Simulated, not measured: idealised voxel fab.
Process module name: voxel wiring stack
Each square cell in cross-section cut measures 5 nm, and the section as a whole is 215 nm wide.
Format of a cross-section: grid, square cells. Given as bands. Order: top down. Band: one or more rows of cells. This entry defines a band. It first specifies the height of the band's top and the height of its bottom in nm, and then specifies the band's materials from left to right, stating each material with its width in nm. The word "edge to edge" identifies a single material that fills the band from edge to edge, while the word "blank" identifies empty space. Height datum 0, below which the as-received substrate wafer is one material. Lowest band open at the bottom, running downward: "0 nm and below". Width spec "30->40" -> top row of cells at first value, bottom row at second value, equal per-row change in between. "remains unaltered" after a step means that no cell of the cross-section changed. What "Sealed internal cavities" gives you is every empty space of 8 cells or more that is cut off from the top. Each appears as width x height at distance, with the distance taken from the left edge and width, height and distance all in nm. Note: text after step settings on the step line = simulator remark on that step. The optional step-line setting "overlay nm" applies to steps with a mask and quantifies how far to the right of its planned location the mask lay, a negative value indicating leftward placement.
THESE ARE THE STEPS WE PLANNED FOR THE PROCESS
1: RECEIVE | material Si
2: CONFORMAL_DEP | material SiO2 | thk nm 10
3: CONFORMAL_DEP | material SiN | thk nm 5
4: DIRECTIONAL_DEP | material SiO2 | thk nm 25
5: DIRECTIONAL_DEP | material aC | thk nm 15
6: PATTERN | tone open | mask id METAL_1 | material resist | width nm 30 | pitch nm 50 | thk nm 30 | overlay nm 0
7: DIRECTIONAL_ETCH | etch materials aC | depth nm 15
8: STRIP | etch materials resist
9: DIRECTIONAL_ETCH | etch materials SiO2 | depth nm 25
10: DIRECTIONAL_ETCH | etch materials SiN | depth nm 5
11: STRIP | etch materials aC
12: CONFORMAL_DEP | material TiN | thk nm 5
13: FILL_DEP | material Cu | thk nm 5
14: CMP | height nm 40
15: CONFORMAL_DEP | material SiCN | thk nm 5
16: DIRECTIONAL_DEP | material SiO2 | thk nm 35
17: DIRECTIONAL_DEP | material aC | thk nm 15
18: PATTERN | tone open | mask id METAL_2 | material resist | width nm 30 | pitch nm 50 | thk nm 35 | overlay nm 0
19: DIRECTIONAL_ETCH | etch materials aC | depth nm 15
20: STRIP | etch materials resist
21: DIRECTIONAL_ETCH | etch materials SiO2 | depth nm 20
22: STRIP | etch materials aC
23: MASKED_ETCH | tone open | mask id METAL_2_HOLES | width nm 15 | pitch nm 100 | etch materials SiO2 | depth nm 15 | overlay nm 0
24: MASKED_ETCH | tone open | mask id METAL_2_HOLES | width nm 15 | pitch nm 100 | etch materials SiCN | depth nm 5 | overlay nm 0
25: CONFORMAL_DEP | material TiN | thk nm 5
26: FILL_DEP | material Cu | thk nm 5
27: CMP | height nm 80
28: CONFORMAL_DEP | material SiCN | thk nm 5
29: DIRECTIONAL_DEP | material SiO2 | thk nm 15
30: MASKED_ETCH | tone open | mask id PLUG_2 | width nm 15 | pitch nm 50 | etch materials SiO2 | depth nm 15 | overlay nm 0
31: MASKED_ETCH | tone open | mask id PLUG_2 | width nm 15 | pitch nm 50 | etch materials SiCN | depth nm 5 | overlay nm 0
32: CONFORMAL_DEP | material TiN | thk nm 5
33: FILL_DEP | material Ru | thk nm 10
34: CMP | height nm 100
35: CONFORMAL_DEP | material SiCN | thk nm 5
36: DIRECTIONAL_DEP | material SiO2 | thk nm 20
37: DIRECTIONAL_DEP | material aC | thk nm 15
38: PATTERN | tone open | mask id METAL_3 | material resist | width nm 30 | pitch nm 50 | thk nm 35 | overlay nm 0
39: DIRECTIONAL_ETCH | etch materials aC | depth nm 15
40: STRIP | etch materials resist
41: DIRECTIONAL_ETCH | etch materials SiO2 | depth nm 20
42: DIRECTIONAL_ETCH | etch materials SiCN | depth nm 5
43: STRIP | etch materials aC
44: CONFORMAL_DEP | material TiN | thk nm 5
45: FILL_DEP | material Cu | thk nm 5
46: CMP | height nm 125
47: CONFORMAL_DEP | material SiCN | thk nm 5
48: DIRECTIONAL_DEP | material lowk | thk nm 10
49: PATTERN | tone open | mask id PLUG_3 | material resist | width nm 15 | pitch nm 50 | thk nm 15 | overlay nm 0
50: DIRECTIONAL_ETCH | etch materials lowk | depth nm 10
51: DIRECTIONAL_ETCH | etch materials SiCN | depth nm 5
52: STRIP | etch materials resist
53: CONFORMAL_DEP | material TiN | thk nm 5
54: FILL_DEP | material Ru | thk nm 10
55: CMP | height nm 140
56: DIRECTIONAL_DEP | material TiN | thk nm 5
57: DIRECTIONAL_DEP | material W | thk nm 20
58: DIRECTIONAL_DEP | material aC | thk nm 10
59: PATTERN | tone cover | mask id METAL_4 | material resist | width nm 30 | pitch nm 50 | thk nm 25 | overlay nm 0
60: DIRECTIONAL_ETCH | etch materials aC | depth nm 10
61: STRIP | etch materials resist
62: DIRECTIONAL_ETCH | etch materials W | depth nm 20
63: DIRECTIONAL_ETCH | etch materials TiN | depth nm 5
64: STRIP | etch materials aC
65: CONFORMAL_DEP | material SiCN | thk nm 5
66: FILL_DEP | material SiO2 | thk nm 10
67: CMP | height nm 165
68: CONFORMAL_DEP | material SiN | thk nm 5
WAFER AS RECEIVED: CROSS-SECTION FOLLOWING STEP 1
* 0 nm and below  Si edge to edge
* Sealed internal cavities: none
CROSS-SECTION, END OF MODULE. START: AS ABOVE. PLAN: AS ABOVE. EXECUTION: ONE MISTAKE
* 170 nm to 165 nm  SiN edge to edge
* 165 nm to 145 nm  10 SiO2, 5 SiCN, 30 W, 5 SiCN, 10 SiO2, 5 SiCN, 30 W, 5 SiCN, 10 SiO2, 5 SiCN, 30 W, 5 SiCN, 10 SiO2, 5 SiCN, 30 W, 5 SiCN, 15 SiO2
* 145 nm to 140 nm  15 SiCN, 30 TiN, 20 SiCN, 30 TiN, 20 SiCN, 30 TiN, 20 SiCN, 30 TiN, 20 SiCN
* 140 nm to 130 nm  15 lowk, 5 TiN, 5 Ru, 5 TiN, 35 lowk, 5 TiN, 5 Ru, 5 TiN, 35 lowk, 5 TiN, 5 Ru, 5 TiN, 35 lowk, 5 TiN, 5 Ru, 5 TiN, 35 lowk
* 130 nm to 125 nm  15 SiCN, 15 TiN, 35 SiCN, 15 TiN, 35 SiCN, 15 TiN, 35 SiCN, 15 TiN, 35 SiCN
* 125 nm to 105 nm  15 SiO2, 5 TiN, 20 Cu, 5 TiN, 20 SiO2, 5 TiN, 20 Cu, 5 TiN, 20 SiO2, 5 TiN, 20 Cu, 5 TiN, 20 SiO2, 5 TiN, 20 Cu, 5 TiN, 20 SiO2
* 105 nm to 100 nm  15 SiCN, 30 TiN, 20 SiCN, 30 TiN, 20 SiCN, 30 TiN, 20 SiCN, 30 TiN, 20 SiCN
* 100 nm to 85 nm  15 SiO2, 5 TiN, 5 Ru, 5 TiN, 35 SiO2, 5 TiN, 5 Ru, 5 TiN, 35 SiO2, 5 TiN, 5 Ru, 5 TiN, 35 SiO2, 5 TiN, 5 Ru, 5 TiN, 35 SiO2
* 85 nm to 80 nm  15 SiCN, 15 TiN, 35 SiCN, 15 TiN, 35 SiCN, 15 TiN, 35 SiCN, 15 TiN, 35 SiCN
* 80 nm to 70 nm  15 SiO2, 5 TiN, 20 Cu, 5 TiN, 20 SiO2, 5 TiN, 20 Cu, 5 TiN, 20 SiO2, 5 TiN, 20 Cu, 5 TiN, 20 SiO2, 5 TiN, 20 Cu, 5 TiN, 20 SiO2
* 70 nm to 65 nm  15 SiO2, 5 TiN, 5 Cu, 20 TiN, 20 SiO2, 30 TiN, 20 SiO2, 5 TiN, 5 Cu, 20 TiN, 20 SiO2, 30 TiN, 20 SiO2
* 65 nm to 50 nm  15 SiO2, 5 TiN, 5 Cu, 5 TiN, 85 SiO2, 5 TiN, 5 Cu, 5 TiN, 85 SiO2
* 50 nm to 45 nm  15 SiCN, 15 TiN, 85 SiCN, 15 TiN, 85 SiCN
* 45 nm to 40 nm  20 TiN, 20 Cu, 30 TiN, 20 Cu, 30 TiN, 20 Cu, 30 TiN, 20 Cu, 25 TiN
* 40 nm to 15 nm  15 SiO2, 5 TiN, 20 Cu, 5 TiN, 20 SiO2, 5 TiN, 20 Cu, 5 TiN, 20 SiO2, 5 TiN, 20 Cu, 5 TiN, 20 SiO2, 5 TiN, 20 Cu, 5 TiN, 20 SiO2
* 15 nm to 10 nm  15 SiN, 30 TiN, 20 SiN, 30 TiN, 20 SiN, 30 TiN, 20 SiN, 30 TiN, 20 SiN
* 10 nm to 0 nm  SiO2 edge to edge
* 0 nm and below  Si edge to edge
* Sealed internal cavities: none
Heads up, the wafer didn't run the way we planned it: the process deviated at step 14: the operation and settings actually run there were CMP | height nm 45
